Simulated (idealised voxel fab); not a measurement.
A process module follows: voxel capacitor over wiring.
This is section cut - it's 250 nm across, gridded in 5 nm square cells.
Cross-section = grid of square cells, listed top down in bands; band = one or more rows.
The band entry comprises the height of the band's top followed by the height of its bottom, expressed in nm, and subsequently the band's materials from left to right, each stated together with its width in nm. Where a single material is marked with the word "full width", that material fills the band from edge to edge. The word "empty" represents empty space.
It should be noted that heights are counted from 0, beneath which the wafer as supplied is of one material throughout, and that the lowest band possesses no lower boundary but continues downward, as written in "0 -> down".
A width such as "30->40" changes by the same amount from each row of cells to the next, from the band's top row to its bottom row.
No cell of the cross-section changed in a step that is given as "no change".
"Enclosed void catalog" contains a list of empty spaces, each no smaller than 8 cells and without an open way to the top, written in the form width x height at distance with the distance from the left edge and all three in nm.
On a step's line, text after the settings is the simulator commenting on that step.
overlay nm: mask right of planned place by this much (step with mask). Neg. = left.
-- plan
1: RECEIVE with material Si
2: CONFORMAL_DEP with material SiO2, thk nm 15
3: DIRECTIONAL_DEP with material TiN, thk nm 5
4: DIRECTIONAL_DEP with material W, thk nm 20
5: PATTERN with tone cover, mask id METAL_1, material resist, width nm 30, pitch nm 100, thk nm 15, overlay nm 0
6: DIRECTIONAL_ETCH with etch materials W, depth nm 20
7: DIRECTIONAL_ETCH with etch materials TiN, depth nm 5
8: STRIP with etch materials resist
9: FILL_DEP with material SiO2, thk nm 5
10: CMP with height nm 40
11: CONFORMAL_DEP with material SiCN, thk nm 5
12: DIRECTIONAL_DEP with material SiO2, thk nm 20
13: PATTERN with tone open, mask id PLUG_1, material resist, width nm 15, thk nm 15, overlay nm 0
14: DIRECTIONAL_ETCH with etch materials SiO2, depth nm 20
15: DIRECTIONAL_ETCH with etch materials SiCN, depth nm 5
16: STRIP with etch materials resist
17: EPI with material Ru, thk nm 10
18: EPI with material Ru, thk nm 10
19: EPI with material Ru, thk nm 5
20: DIRECTIONAL_DEP with material TiN, thk nm 10
21: DIRECTIONAL_DEP with material HfO2, thk nm 5
22: DIRECTIONAL_DEP with material TiN, thk nm 10
23: DIRECTIONAL_DEP with material aC, thk nm 15
24: PATTERN with tone cover, mask id UPPER_PLATE, material resist, width nm 75, thk nm 35, overlay nm 0
25: DIRECTIONAL_ETCH with etch materials aC, depth nm 15
26: STRIP with etch materials resist
27: DIRECTIONAL_ETCH with etch materials TiN, depth nm 10
28: DIRECTIONAL_ETCH with etch materials HfO2, depth nm 5
29: STRIP with etch materials aC
30: DIRECTIONAL_DEP with material aC, thk nm 15
31: PATTERN with tone cover, mask id LOWER_PLATE, material resist, width nm 85, thk nm 35, overlay nm 0
32: DIRECTIONAL_ETCH with etch materials aC, depth nm 15
33: STRIP with etch materials resist
34: DIRECTIONAL_ETCH with etch materials TiN, depth nm 10
35: STRIP with etch materials aC
36: FILL_DEP with material SiO2, thk nm 15
37: CMP with height nm 100
38: DIRECTIONAL_DEP with material aC, thk nm 15
39: PATTERN with tone open, mask id PLUG_2, material resist, width nm 15, thk nm 30, overlay nm 0
40: DIRECTIONAL_ETCH with etch materials aC, depth nm 15
41: STRIP with etch materials resist
42: DIRECTIONAL_ETCH with etch materials SiO2, depth nm 10
43: STRIP with etch materials aC
44: CONFORMAL_DEP with material TiN, thk nm 5
45: FILL_DEP with material W, thk nm 5
46: CMP with height nm 100
47: CONFORMAL_DEP with material SiCN, thk nm 5
-- Account of the first of two wafers, which was processed as intended
-- Cross-section of the wafer upon arrival, representing the state reached after step 1
	0 -> down  Si full width
	Enclosed void catalog: none
-- Cross-section of the wafer after step 2
	15 -> 0  SiO2 full width
	Below a height of 0, the structure has not been altered.
-- Cross-section of the wafer after step 3
	20 -> 15  TiN full width
	Below a height of 15, the structure has not been altered.
-- Cross-section of the wafer after step 4
	40 -> 20  W full width
	Below a height of 20, the structure has not been altered.
-- Cross-section of the wafer after step 5
	55 -> 40  empty: 60, resist: 30, empty: 70, resist: 30, empty: 60
	Below a height of 40, the structure has not been altered.
-- Cross-section of the wafer after step 6
	55 -> 40  empty: 60, resist: 30, empty: 70, resist: 30, empty: 60
	40 -> 20  empty: 60, W: 30, empty: 70, W: 30, empty: 60
	Below a height of 20, the structure has not been altered.
-- Cross-section of the wafer after step 7
	55 -> 40  empty: 60, resist: 30, empty: 70, resist: 30, empty: 60
	40 -> 20  empty: 60, W: 30, empty: 70, W: 30, empty: 60
	20 -> 15  empty: 60, TiN: 30, empty: 70, TiN: 30, empty: 60
	Below a height of 15, the structure has not been altered.
-- Cross-section of the wafer after step 8
	40 -> 20  empty: 60, W: 30, empty: 70, W: 30, empty: 60
	Below a height of 20, the structure has not been altered.
-- Cross-section of the wafer after step 9
	45 -> 40  SiO2 full width
	40 -> 20  SiO2: 60, W: 30, SiO2: 70, W: 30, SiO2: 60
	20 -> 15  SiO2: 60, TiN: 30, SiO2: 70, TiN: 30, SiO2: 60
	Below a height of 15, the structure has not been altered.
-- Cross-section of the wafer after step 10
	40 -> 20  SiO2: 60, W: 30, SiO2: 70, W: 30, SiO2: 60
	Below a height of 20, the structure has not been altered.
-- Cross-section of the wafer after step 11
	45 -> 40  SiCN full width
	Below a height of 40, the structure has not been altered.
-- Cross-section of the wafer after step 12
	65 -> 45  SiO2 full width
	Below a height of 45, the structure has not been altered.
-- Cross-section of the wafer after step 13
	80 -> 65  resist: 75, empty: 15, resist: 160
	Below a height of 65, the structure has not been altered.
-- Cross-section of the wafer after step 14
	80 -> 65  resist: 75, empty: 15, resist: 160
	65 -> 45  SiO2: 75, empty: 15, SiO2: 160
	Below a height of 45, the structure has not been altered.
-- Cross-section of the wafer after step 15
	80 -> 65  resist: 75, empty: 15, resist: 160
	65 -> 45  SiO2: 75, empty: 15, SiO2: 160
	45 -> 40  SiCN: 75, empty: 15, SiCN: 160
	Below a height of 40, the structure has not been altered.
-- Cross-section of the wafer after step 16
	65 -> 45  SiO2: 75, empty: 15, SiO2: 160
	Below a height of 45, the structure has not been altered.
-- Cross-section of the wafer after step 17
	65 -> 50  SiO2: 75, empty: 15, SiO2: 160
	50 -> 45  SiO2: 75, Ru: 15, SiO2: 160
	45 -> 40  SiCN: 75, Ru: 15, SiCN: 160
	Below a height of 40, the structure has not been altered.
-- Cross-section of the wafer after step 18
	65 -> 60  SiO2: 75, empty: 15, SiO2: 160
	60 -> 45  SiO2: 75, Ru: 15, SiO2: 160
	Below a height of 45, the structure has not been altered.
-- Cross-section of the wafer after step 19
	65 -> 45  SiO2: 75, Ru: 15, SiO2: 160
	Below a height of 45, the structure has not been altered.
-- Cross-section of the wafer after step 20
	75 -> 65  TiN full width
	Below a height of 65, the structure has not been altered.
-- Cross-section of the wafer after step 21
	80 -> 75  HfO2 full width
	Below a height of 75, the structure has not been altered.
-- Cross-section of the wafer after step 22
	90 -> 80  TiN full width
	Below a height of 80, the structure has not been altered.
-- Cross-section of the wafer after step 23
	105 -> 90  aC full width
	Below a height of 90, the structure has not been altered.
-- Cross-section of the wafer after step 24
	140 -> 105  empty: 75, resist: 75, empty: 100
	Below a height of 105, the structure has not been altered.
-- Cross-section of the wafer after step 25
	125 -> 105  empty: 75, resist: 75, empty: 100
	105 -> 90  empty: 75, aC: 75, empty: 100
	Below a height of 90, the structure has not been altered.
-- Cross-section of the wafer after step 26
	105 -> 90  empty: 75, aC: 75, empty: 100
	Below a height of 90, the structure has not been altered.
-- Cross-section of the wafer after step 27
	105 -> 90  empty: 75, aC: 75, empty: 100
	90 -> 80  empty: 75, TiN: 75, empty: 100
	Below a height of 80, the structure has not been altered.
-- Cross-section of the wafer after step 28
	105 -> 90  empty: 75, aC: 75, empty: 100
	90 -> 80  empty: 75, TiN: 75, empty: 100
	80 -> 75  empty: 75, HfO2: 75, empty: 100
	Below a height of 75, the structure has not been altered.
-- Cross-section of the wafer after step 29
	90 -> 80  empty: 75, TiN: 75, empty: 100
	Below a height of 80, the structure has not been altered.
-- Cross-section of the wafer after step 30
	105 -> 90  empty: 75, aC: 75, empty: 100
	90 -> 80  aC: 75, TiN: 75, aC: 100
	80 -> 75  aC: 75, HfO2: 75, aC: 100
	Below a height of 75, the structure has not been altered.
-- Cross-section of the wafer after step 31
	140 -> 105  empty: 70, resist: 85, empty: 95
	105 -> 90  empty: 70, resist: 5, aC: 75, resist: 5, empty: 95
	Below a height of 90, the structure has not been altered.
-- Cross-section of the wafer after step 32
	125 -> 105  empty: 70, resist: 85, empty: 95
	105 -> 90  empty: 70, resist: 5, aC: 75, resist: 5, empty: 95
	90 -> 80  empty: 70, aC: 5, TiN: 75, aC: 5, empty: 95
	80 -> 75  empty: 70, aC: 5, HfO2: 75, aC: 5, empty: 95
	Below a height of 75, the structure has not been altered.
-- Cross-section of the wafer after step 33
	105 -> 90  empty: 75, aC: 75, empty: 100
	Below a height of 90, the structure has not been altered.
-- Cross-section of the wafer after step 34
	105 -> 90  empty: 75, aC: 75, empty: 100
	90 -> 80  empty: 70, aC: 5, TiN: 75, aC: 5, empty: 95
	80 -> 75  empty: 70, aC: 5, HfO2: 75, aC: 5, empty: 95
	75 -> 65  empty: 70, TiN: 85, empty: 95
	Below a height of 65, the structure has not been altered.
-- Cross-section of the wafer after step 35
	90 -> 80  empty: 75, TiN: 75, empty: 100
	80 -> 75  empty: 75, HfO2: 75, empty: 100
	Below a height of 75, the structure has not been altered.
-- Cross-section of the wafer after step 36
	105 -> 90  SiO2 full width
	90 -> 80  SiO2: 75, TiN: 75, SiO2: 100
	80 -> 75  SiO2: 75, HfO2: 75, SiO2: 100
	75 -> 65  SiO2: 70, TiN: 85, SiO2: 95
	Below a height of 65, the structure has not been altered.
-- Cross-section of the wafer after step 37
	100 -> 90  SiO2 full width
	Below a height of 90, the structure has not been altered.
-- Cross-section of the wafer after step 38
	115 -> 100  aC full width
	Below a height of 100, the structure has not been altered.
-- Cross-section of the wafer after step 39
	145 -> 115  resist: 85, empty: 15, resist: 150
	Below a height of 115, the structure has not been altered.
-- Cross-section of the wafer after step 40
	130 -> 115  resist: 85, empty: 15, resist: 150
	115 -> 100  aC: 85, empty: 15, aC: 150
	Below a height of 100, the structure has not been altered.
-- Cross-section of the wafer after step 41
	115 -> 100  aC: 85, empty: 15, aC: 150
	Below a height of 100, the structure has not been altered.
-- Cross-section of the wafer after step 42
	115 -> 100  aC: 85, empty: 15, aC: 150
	100 -> 90  SiO2: 85, empty: 15, SiO2: 150
	Below a height of 90, the structure has not been altered.
-- Cross-section of the wafer after step 43
	100 -> 90  SiO2: 85, empty: 15, SiO2: 150
	Below a height of 90, the structure has not been altered.
-- Cross-section of the wafer after step 44
	105 -> 100  TiN: 90, empty: 5, TiN: 155
	100 -> 95  SiO2: 85, TiN: 5, empty: 5, TiN: 5, SiO2: 150
	95 -> 90  SiO2: 85, TiN: 15, SiO2: 150
	Below a height of 90, the structure has not been altered.
-- Cross-section of the wafer after step 45
	110 -> 105  W full width
	105 -> 100  TiN: 90, W: 5, TiN: 155
	100 -> 95  SiO2: 85, TiN: 5, W: 5, TiN: 5, SiO2: 150
	Below a height of 95, the structure has not been altered.
-- Cross-section of the wafer after step 46
	100 -> 95  SiO2: 85, TiN: 5, W: 5, TiN: 5, SiO2: 150
	Below a height of 95, the structure has not been altered.
-- Cross-section of the wafer after step 47
	105 -> 100  SiCN full width
	Below a height of 100, the structure has not been altered.
-- Second wafer: same start and same plan as the first, one execution error; identical to the first through step 4
-- The second wafer cut through, at the time step 5 was supposed to be finished
	55 -> 40  resist: 60, empty: 30, resist: 70, empty: 30, resist: 60
	Below a height of 40, the structure has not been altered.
-- The second wafer cut through, at the time step 6 was supposed to be finished
	55 -> 40  resist: 60, empty: 30, resist: 70, empty: 30, resist: 60
	40 -> 20  W: 60, empty: 30, W: 70, empty: 30, W: 60
	Below a height of 20, the structure has not been altered.
-- The second wafer cut through, at the time step 7 was supposed to be finished
	55 -> 40  resist: 60, empty: 30, resist: 70, empty: 30, resist: 60
	40 -> 20  W: 60, empty: 30, W: 70, empty: 30, W: 60
	20 -> 15  TiN: 60, empty: 30, TiN: 70, empty: 30, TiN: 60
	Below a height of 15, the structure has not been altered.
-- The second wafer cut through, at the time step 8 was supposed to be finished
	40 -> 20  W: 60, empty: 30, W: 70, empty: 30, W: 60
	Below a height of 20, the structure has not been altered.
-- The second wafer cut through, at the time step 9 was supposed to be finished
	45 -> 40  SiO2 full width
	40 -> 20  W: 60, SiO2: 30, W: 70, SiO2: 30, W: 60
	20 -> 15  TiN: 60, SiO2: 30, TiN: 70, SiO2: 30, TiN: 60
	Below a height of 15, the structure has not been altered.
-- The second wafer cut through, at the time step 10 was supposed to be finished
	40 -> 20  W: 60, SiO2: 30, W: 70, SiO2: 30, W: 60
	Below a height of 20, the structure has not been altered.
-- The second wafer cut through, at the time step 11 was supposed to be finished
	45 -> 40  SiCN full width
	Below a height of 40, the structure has not been altered.
-- The second wafer cut through, at the time step 12 was supposed to be finished
	65 -> 45  SiO2 full width
	Below a height of 45, the structure has not been altered.
-- The second wafer cut through, at the time step 13 was supposed to be finished
	80 -> 65  resist: 75, empty: 15, resist: 160
	Below a height of 65, the structure has not been altered.
-- The second wafer cut through, at the time step 14 was supposed to be finished
	80 -> 65  resist: 75, empty: 15, resist: 160
	65 -> 45  SiO2: 75, empty: 15, SiO2: 160
	Below a height of 45, the structure has not been altered.
-- The second wafer cut through, at the time step 15 was supposed to be finished
	80 -> 65  resist: 75, empty: 15, resist: 160
	65 -> 45  SiO2: 75, empty: 15, SiO2: 160
	45 -> 40  SiCN: 75, empty: 15, SiCN: 160
	Below a height of 40, the structure has not been altered.
-- The second wafer cut through, at the time step 16 was supposed to be finished
	65 -> 45  SiO2: 75, empty: 15, SiO2: 160
	Below a height of 45, the structure has not been altered.
The second wafer cut through, at the time step 17 was supposed to be finished: no change
The second wafer cut through, at the time step 18 was supposed to be finished: no change
The second wafer cut through, at the time step 19 was supposed to be finished: no change
-- The second wafer cut through, at the time step 20 was supposed to be finished
	75 -> 65  TiN: 75, empty: 15, TiN: 160
	65 -> 50  SiO2: 75, empty: 15, SiO2: 160
	50 -> 45  SiO2: 75, TiN: 15, SiO2: 160
	45 -> 40  SiCN: 75, TiN: 15, SiCN: 160
	Below a height of 40, the structure has not been altered.
-- The second wafer cut through, at the time step 21 was supposed to be finished
	80 -> 75  HfO2: 75, empty: 15, HfO2: 160
	75 -> 65  TiN: 75, empty: 15, TiN: 160
	65 -> 55  SiO2: 75, empty: 15, SiO2: 160
	55 -> 50  SiO2: 75, HfO2: 15, SiO2: 160
	Below a height of 50, the structure has not been altered.
-- The second wafer cut through, at the time step 22 was supposed to be finished
	90 -> 80  TiN: 75, empty: 15, TiN: 160
	80 -> 75  HfO2: 75, empty: 15, HfO2: 160
	75 -> 65  TiN: 75, empty: 15, TiN: 160
	65 -> 55  SiO2: 75, TiN: 15, SiO2: 160
	Below a height of 55, the structure has not been altered.
-- The second wafer cut through, at the time step 23 was supposed to be finished
	105 -> 90  aC: 75, empty: 15, aC: 160
	90 -> 80  TiN: 75, empty: 15, TiN: 160
	80 -> 75  HfO2: 75, aC: 15, HfO2: 160
	75 -> 65  TiN: 75, aC: 15, TiN: 160
	Below a height of 65, the structure has not been altered.
-- The second wafer cut through, at the time step 24 was supposed to be finished
	140 -> 105  empty: 75, resist: 75, empty: 100
	105 -> 90  aC: 75, resist: 15, aC: 160
	90 -> 80  TiN: 75, resist: 15, TiN: 160
	Below a height of 80, the structure has not been altered.
-- The second wafer cut through, at the time step 25 was supposed to be finished
	125 -> 105  empty: 75, resist: 75, empty: 100
	105 -> 90  empty: 75, resist: 15, aC: 60, empty: 100
	Below a height of 90, the structure has not been altered.
-- The second wafer cut through, at the time step 26 was supposed to be finished
	105 -> 90  empty: 90, aC: 60, empty: 100
	90 -> 80  TiN: 75, empty: 15, TiN: 160
	Below a height of 80, the structure has not been altered.
-- The second wafer cut through, at the time step 27 was supposed to be finished
	105 -> 90  empty: 90, aC: 60, empty: 100
	90 -> 80  empty: 90, TiN: 60, empty: 100
	Below a height of 80, the structure has not been altered.
-- The second wafer cut through, at the time step 28 was supposed to be finished
	105 -> 90  empty: 90, aC: 60, empty: 100
	90 -> 80  empty: 90, TiN: 60, empty: 100
	80 -> 75  empty: 75, aC: 15, HfO2: 60, empty: 100
	Below a height of 75, the structure has not been altered.
-- The second wafer cut through, at the time step 29 was supposed to be finished
	90 -> 80  empty: 90, TiN: 60, empty: 100
	80 -> 75  empty: 90, HfO2: 60, empty: 100
	75 -> 65  TiN: 75, empty: 15, TiN: 160
	Below a height of 65, the structure has not been altered.
-- The second wafer cut through, at the time step 30 was supposed to be finished
	105 -> 90  empty: 90, aC: 60, empty: 100
	90 -> 80  aC: 75, empty: 15, TiN: 60, aC: 100
	80 -> 75  aC: 90, HfO2: 60, aC: 100
	75 -> 65  TiN: 75, aC: 15, TiN: 160
	Below a height of 65, the structure has not been altered.
-- The second wafer cut through, at the time step 31 was supposed to be finished
	140 -> 105  empty: 70, resist: 85, empty: 95
	105 -> 90  empty: 70, resist: 20, aC: 60, resist: 5, empty: 95
	90 -> 80  aC: 75, resist: 15, TiN: 60, aC: 100
	Below a height of 80, the structure has not been altered.
-- The second wafer cut through, at the time step 32 was supposed to be finished
	125 -> 105  empty: 70, resist: 85, empty: 95
	105 -> 90  empty: 70, resist: 20, aC: 60, resist: 5, empty: 95
	90 -> 80  empty: 70, aC: 5, resist: 15, TiN: 60, aC: 5, empty: 95
	80 -> 75  empty: 70, aC: 20, HfO2: 60, aC: 5, empty: 95
	Below a height of 75, the structure has not been altered.
-- The second wafer cut through, at the time step 33 was supposed to be finished
	105 -> 90  empty: 90, aC: 60, empty: 100
	90 -> 80  empty: 70, aC: 5, empty: 15, TiN: 60, aC: 5, empty: 95
	Below a height of 80, the structure has not been altered.
-- The second wafer cut through, at the time step 34 was supposed to be finished
	105 -> 90  empty: 90, aC: 60, empty: 100
	90 -> 80  empty: 70, aC: 5, empty: 15, TiN: 60, aC: 5, empty: 95
	80 -> 75  empty: 70, aC: 20, HfO2: 60, aC: 5, empty: 95
	75 -> 65  empty: 70, TiN: 5, aC: 15, TiN: 65, empty: 95
	Below a height of 65, the structure has not been altered.
-- The second wafer cut through, at the time step 35 was supposed to be finished
	90 -> 80  empty: 90, TiN: 60, empty: 100
	80 -> 75  empty: 90, HfO2: 60, empty: 100
	75 -> 65  empty: 70, TiN: 5, empty: 15, TiN: 65, empty: 95
	Below a height of 65, the structure has not been altered.
-- The second wafer cut through, at the time step 36 was supposed to be finished
	105 -> 90  SiO2 full width
	90 -> 80  SiO2: 90, TiN: 60, SiO2: 100
	80 -> 75  SiO2: 90, HfO2: 60, SiO2: 100
	75 -> 65  SiO2: 70, TiN: 5, SiO2: 15, TiN: 65, SiO2: 95
	Below a height of 65, the structure has not been altered.
-- The second wafer cut through, at the time step 37 was supposed to be finished
	100 -> 90  SiO2 full width
	Below a height of 90, the structure has not been altered.
-- The second wafer cut through, at the time step 38 was supposed to be finished
	115 -> 100  aC full width
	Below a height of 100, the structure has not been altered.
-- The second wafer cut through, at the time step 39 was supposed to be finished
	145 -> 115  resist: 85, empty: 15, resist: 150
	Below a height of 115, the structure has not been altered.
-- The second wafer cut through, at the time step 40 was supposed to be finished
	130 -> 115  resist: 85, empty: 15, resist: 150
	115 -> 100  aC: 85, empty: 15, aC: 150
	Below a height of 100, the structure has not been altered.
-- The second wafer cut through, at the time step 41 was supposed to be finished
	115 -> 100  aC: 85, empty: 15, aC: 150
	Below a height of 100, the structure has not been altered.
-- The second wafer cut through, at the time step 42 was supposed to be finished
	115 -> 100  aC: 85, empty: 15, aC: 150
	100 -> 90  SiO2: 85, empty: 15, SiO2: 150
	Below a height of 90, the structure has not been altered.
-- The second wafer cut through, at the time step 43 was supposed to be finished
	100 -> 90  SiO2: 85, empty: 15, SiO2: 150
	Below a height of 90, the structure has not been altered.
-- The second wafer cut through, at the time step 44 was supposed to be finished
	105 -> 100  TiN: 90, empty: 5, TiN: 155
	100 -> 95  SiO2: 85, TiN: 5, empty: 5, TiN: 5, SiO2: 150
	95 -> 90  SiO2: 85, TiN: 15, SiO2: 150
	Below a height of 90, the structure has not been altered.
-- The second wafer cut through, at the time step 45 was supposed to be finished
	110 -> 105  W full width
	105 -> 100  TiN: 90, W: 5, TiN: 155
	100 -> 95  SiO2: 85, TiN: 5, W: 5, TiN: 5, SiO2: 150
	Below a height of 95, the structure has not been altered.
-- The second wafer cut through, at the time step 46 was supposed to be finished
	100 -> 95  SiO2: 85, TiN: 5, W: 5, TiN: 5, SiO2: 150
	Below a height of 95, the structure has not been altered.
-- The second wafer cut through, at the time step 47 was supposed to be finished
	105 -> 100  SiCN full width
	Below a height of 100, the structure has not been altered.
The plan and the run diverged here: step 5 went in with a setting other than planned; the actual run was PATTERN with tone open, mask id METAL_1, material resist, width nm 30, pitch nm 100, thk nm 15, overlay nm 0
Final difference in cells, second wafer against first, listed per material as more or fewer: -15 Ru, -115 SiO2, +26 TiN, +104 W
